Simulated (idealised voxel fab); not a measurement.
Process module heading - voxel tone inversion
Displayed cross-section: cut, width of 195 nm, square cells sized 5 nm.
For the purposes of this document, a cross-section shall be understood as a grid of square cells, specified as bands listed in top-to-bottom order, each band consisting of one or more rows of cells.
Quick guide to a band line: top height, bottom height (nm) up front; then every material left to right with its width in nm. Only one material and it's marked "throughout"? Then it fills the band edge to edge. And "air" just means empty space.
The level at which height equals 0 is the one under which the wafer, as it arrives, is entirely one material. No lower edge exists for the bottom band, which continues downward and is notated as in "z 0 and below".
Think of "30->40" as a width that walks from the first number to the second as you go down the band, top row to bottom row, taking equal-sized steps from row to row.
"stayed the same" -> step changed no cross-section cell.
"Catalogued sealed voids" enumerates empty spaces isolated from the top, with no open way to it, that contain at least 8 cells, giving each as width x height at distance from the left edge, all three in nm.
If you see something after the settings on a step's line, that's the simulator's own remark about that step.
What "overlay nm" on a step's line means: if the step has a mask, that mask lay this far to the right of its planned place, or, when the value is negative, to the left.

Listed below are the process steps as planned:
1 RECEIVE with material Si
2 CONFORMAL_DEP with material SiCN, thk nm 10
3 DIRECTIONAL_DEP with material aC, thk nm 15
4 PATTERN with tone cover, mask id POSTS, material resist, width nm 25, pitch nm 55, thk nm 25, overlay nm 0
5 DIRECTIONAL_ETCH with etch materials aC, depth nm 15
6 STRIP with etch materials resist
7 FILL_DEP with material lowk, thk nm 5
8 CMP with height nm 25
9 STRIP with etch materials aC

Wafer as received: cross-section following step 1:
    z 0 and below  Si throughout
    Catalogued sealed voids: none

Below is the wafer in cross-section after the module was completed. It began from the starting point shown above and followed the plan shown above, except that one mistake was made while running it:
    z 25 to 15  lowk (30)  air (25)  lowk (30)  air (25)  lowk (30)  air (25)  lowk (30)
    z 15 to 0  SiCN throughout
    z 0 and below  Si throughout
    Catalogued sealed voids: none
Diagnosis: off-plan run, step 2, actual operation and settings CONFORMAL_DEP with material SiCN, thk nm 15
